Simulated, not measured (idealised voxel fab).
process module | voxel transistor to metal
cross-section cut | 150 nm wide | cells 5 nm
A cross-section is a grid of square cells, given in bands from the top down. A band is one or more rows of cells.
Each band's line starts with the height of the band's top and of its bottom, in nm. Then come its materials from left to right, each with its width in nm. One material with "throughout" fills the band from edge to edge. "air" is empty space.
Height 0 is the level under which the wafer as received is all one material. The lowest band goes on downwards, as in "0 down".
A width such as "30 to 40" changes by the same amount from each row of cells to the next, from the band's top row to its bottom row.
"no change" after a step means that no cell of the cross-section changed.
closed voids: empty space of 8 cells or more with no open way to the top, each as width x height at its distance from the left edge, in nm
after a step's settings: what the simulator itself notes on the step
overlay nm, on a step with a mask: how far to the right of its planned place the mask lay; to the left if negative
plan
1 op RECEIVE | material Si
2 op OXIDIZE | depth nm 5
3 op CONFORMAL_DEP | material SiN | thk nm 10
4 op MASKED_ETCH | tone cover | mask id ACTIVE | width nm 115 | etch materials SiN | depth nm 10 | overlay nm 0
5 op MASKED_ETCH | tone cover | mask id ACTIVE | width nm 115 | etch materials SiO2 | depth nm 5 | overlay nm 0
6 op MASKED_ETCH | tone cover | mask id ACTIVE | width nm 115 | etch materials Si | depth nm 25 | overlay nm 0
7 op OXIDIZE | depth nm 5
8 op FILL_DEP | material SiO2 | thk nm 10
9 op CMP | height nm 10
10 op SELECTIVE_ETCH | etch materials SiO2 | depth nm 5
11 op STRIP | etch materials SiN
12 op SELECTIVE_ETCH | etch materials SiO2 | depth nm 5
13 op OXIDIZE | depth nm 5
14 op DIRECTIONAL_DEP | material polySi | thk nm 30
15 op DIRECTIONAL_DEP | material SiCN | thk nm 15
16 op DIRECTIONAL_DEP | material aC | thk nm 15
17 op PATTERN | tone cover | mask id GATE | material resist | width nm 25 | thk nm 35 | overlay nm 0
18 op DIRECTIONAL_ETCH | etch materials aC | depth nm 15
19 op STRIP | etch materials resist
20 op DIRECTIONAL_ETCH | etch materials SiCN | depth nm 25
21 op DIRECTIONAL_ETCH | etch materials polySi | depth nm 40
22 op STRIP | etch materials aC
23 op CONFORMAL_DEP | material SiN | thk nm 5
24 op DIRECTIONAL_ETCH | etch materials SiN | depth nm 5
25 op DIRECTIONAL_ETCH | etch materials SiO2 | depth nm 5
26 op EPI | material nSi | thk nm 5
27 op FILL_DEP | material SiO2 | thk nm 10
28 op CMP | height nm 25
29 op STRIP | etch materials polySi
30 op SELECTIVE_ETCH | etch materials SiO2 | depth nm 5
31 op CONFORMAL_DEP | material HfO2 | thk nm 5
32 op CONFORMAL_DEP | material TiN | thk nm 5
33 op FILL_DEP | material W | thk nm 5
34 op CMP | height nm 20
35 op DIRECTIONAL_DEP | material SiO2 | thk nm 10
36 op DIRECTIONAL_DEP | material aC | thk nm 10
37 op PATTERN | tone open | mask id CONTACT | material resist | width nm 20 | pitch nm 85 | thk nm 25 | overlay nm 0
38 op DIRECTIONAL_ETCH | etch materials aC | depth nm 10
39 op STRIP | etch materials resist
40 op DIRECTIONAL_ETCH | etch materials SiO2 | depth nm 35
41 op STRIP | etch materials aC
42 op CONFORMAL_DEP | material TiN | thk nm 5
43 op FILL_DEP | material W | thk nm 10
44 op CMP | height nm 30
45 op DIRECTIONAL_DEP | material TiN | thk nm 5
46 op DIRECTIONAL_DEP | material W | thk nm 15
47 op DIRECTIONAL_DEP | material aC | thk nm 15
48 op PATTERN | tone cover | mask id METAL_1 | material resist | width nm 20 | pitch nm 85 | thk nm 30 | overlay nm 0
49 op DIRECTIONAL_ETCH | etch materials aC | depth nm 15
50 op STRIP | etch materials resist
51 op DIRECTIONAL_ETCH | etch materials W | depth nm 15
52 op DIRECTIONAL_ETCH | etch materials TiN | depth nm 5
53 op STRIP | etch materials aC
54 op CONFORMAL_DEP | material SiCN | thk nm 5
55 op FILL_DEP | material lowk | thk nm 10
56 op CMP | height nm 50
57 op CONFORMAL_DEP | material SiCN | thk nm 5
58 op DIRECTIONAL_DEP | material lowk | thk nm 35
59 op PATTERN | tone open | mask id METAL_2 | material resist | width nm 20 | pitch nm 85 | thk nm 20 | overlay nm 0
60 op DIRECTIONAL_ETCH | etch materials lowk | depth nm 20
61 op STRIP | etch materials resist
62 op DIRECTIONAL_DEP | material aC | thk nm 15
63 op PATTERN | tone open | mask id METAL_2_HOLES | material resist | width nm 15 | pitch nm 85 | thk nm 35 | overlay nm 0
64 op DIRECTIONAL_ETCH | etch materials aC | depth nm 15
65 op STRIP | etch materials resist
66 op DIRECTIONAL_ETCH | etch materials lowk | depth nm 15
67 op DIRECTIONAL_ETCH | etch materials SiCN | depth nm 5
68 op STRIP | etch materials aC
69 op CONFORMAL_DEP | material TiN | thk nm 5
70 op FILL_DEP | material Cu | thk nm 10
71 op CMP | height nm 90
72 op CONFORMAL_DEP | material SiCN | thk nm 5
as received, after step 1
  0 down: Si throughout
  closed voids: none
first wafer at the end, as planned
  95 to 90: SiCN throughout
  90 to 75: lowk 20 | TiN 5 | Cu 10 | TiN 5 | lowk 65 | TiN 5 | Cu 10 | TiN 5 | lowk 25
  75 to 70: lowk 20 | TiN 5 | Cu 5 | TiN 10 | lowk 65 | TiN 5 | Cu 5 | TiN 10 | lowk 25
  70 to 55: lowk 20 | TiN 5 | Cu 5 | TiN 5 | lowk 70 | TiN 5 | Cu 5 | TiN 5 | lowk 30
  55 to 50: SiCN 20 | TiN 15 | SiCN 70 | TiN 15 | SiCN 30
  50 to 35: lowk 15 | SiCN 5 | W 20 | SiCN 5 | lowk 55 | SiCN 5 | W 20 | SiCN 5 | lowk 20
  35 to 30: SiCN 20 | TiN 20 | SiCN 65 | TiN 20 | SiCN 25
  30 to 20: SiO2 20 | TiN 5 | W 10 | TiN 5 | SiO2 65 | TiN 5 | W 10 | TiN 5 | SiO2 25
  20 to 0: SiO2 20 | TiN 5 | W 10 | TiN 5 | SiO2 15 | SiN 5 | HfO2 5 | TiN 5 | W 5 | TiN 5 | HfO2 5 | SiN 5 | SiO2 15 | TiN 5 | W 10 | TiN 5 | SiO2 25
  0 to -5: SiO2 10 | SiN 5 | SiO2 5 | TiN 20 | SiO2 15 | SiN 5 | HfO2 5 | TiN 15 | HfO2 5 | SiN 5 | SiO2 15 | TiN 20 | SiO2 5 | SiN 5 | SiO2 15
  -5 to -10: SiO2 15 | nSi 40 | HfO2 35 | nSi 40 | SiO2 20
  -10 to -35: SiO2 20 | Si 105 | SiO2 25
  -35 down: Si throughout
  closed voids: none
second wafer at the end: like start, like plan, one mistake
  95 to 90: SiCN throughout
  90 to 75: lowk 20 | TiN 5 | Cu 10 | TiN 5 | lowk 65 | TiN 5 | Cu 10 | TiN 5 | lowk 25
  75 to 70: lowk 20 | TiN 5 | Cu 5 | TiN 10 | lowk 65 | TiN 5 | Cu 5 | TiN 10 | lowk 25
  70 to 55: lowk 20 | TiN 5 | Cu 5 | TiN 5 | lowk 70 | TiN 5 | Cu 5 | TiN 5 | lowk 30
  55 to 50: SiCN 20 | TiN 15 | SiCN 70 | TiN 15 | SiCN 30
  50 to 35: lowk 15 | SiCN 5 | W 20 | SiCN 5 | lowk 55 | SiCN 5 | W 20 | SiCN 5 | lowk 20
  35 to 30: SiCN 20 | TiN 20 | SiCN 65 | TiN 20 | SiCN 25
  30 to 25: SiO2 20 | TiN 5 | W 10 | TiN 5 | SiO2 65 | TiN 5 | W 10 | TiN 5 | SiO2 25
  25 to 20: SiO2 20 | TiN 20 | SiO2 65 | TiN 20 | SiO2 25
  20 to 5: W 50 | TiN 5 | HfO2 5 | SiN 5 | SiO2 15 | SiN 5 | HfO2 5 | TiN 5 | W 55
  5 to 0: TiN 15 | W 35 | TiN 5 | HfO2 5 | SiN 5 | SiO2 15 | SiN 5 | HfO2 5 | TiN 5 | W 35 | TiN 20
  0 to -5: HfO2 10 | TiN 45 | HfO2 5 | SiN 5 | SiO2 15 | SiN 5 | HfO2 5 | TiN 45 | HfO2 15
  -5 to -10: SiO2 5 | HfO2 60 | nSi 15 | HfO2 60 | SiO2 10
  -10 to -35: SiO2 20 | Si 105 | SiO2 25
  -35 down: Si throughout
  closed voids: none
what went wrong: step 17 ran as: op PATTERN | tone open | mask id GATE | material resist | width nm 25 | thk nm 35 | overlay nm 0
at the end the second wafer has, in cells: 22 more of HfO2 | 2 fewer of SiN | 62 fewer of SiO2 | 2 more of TiN | 53 more of W | 13 fewer of nSi
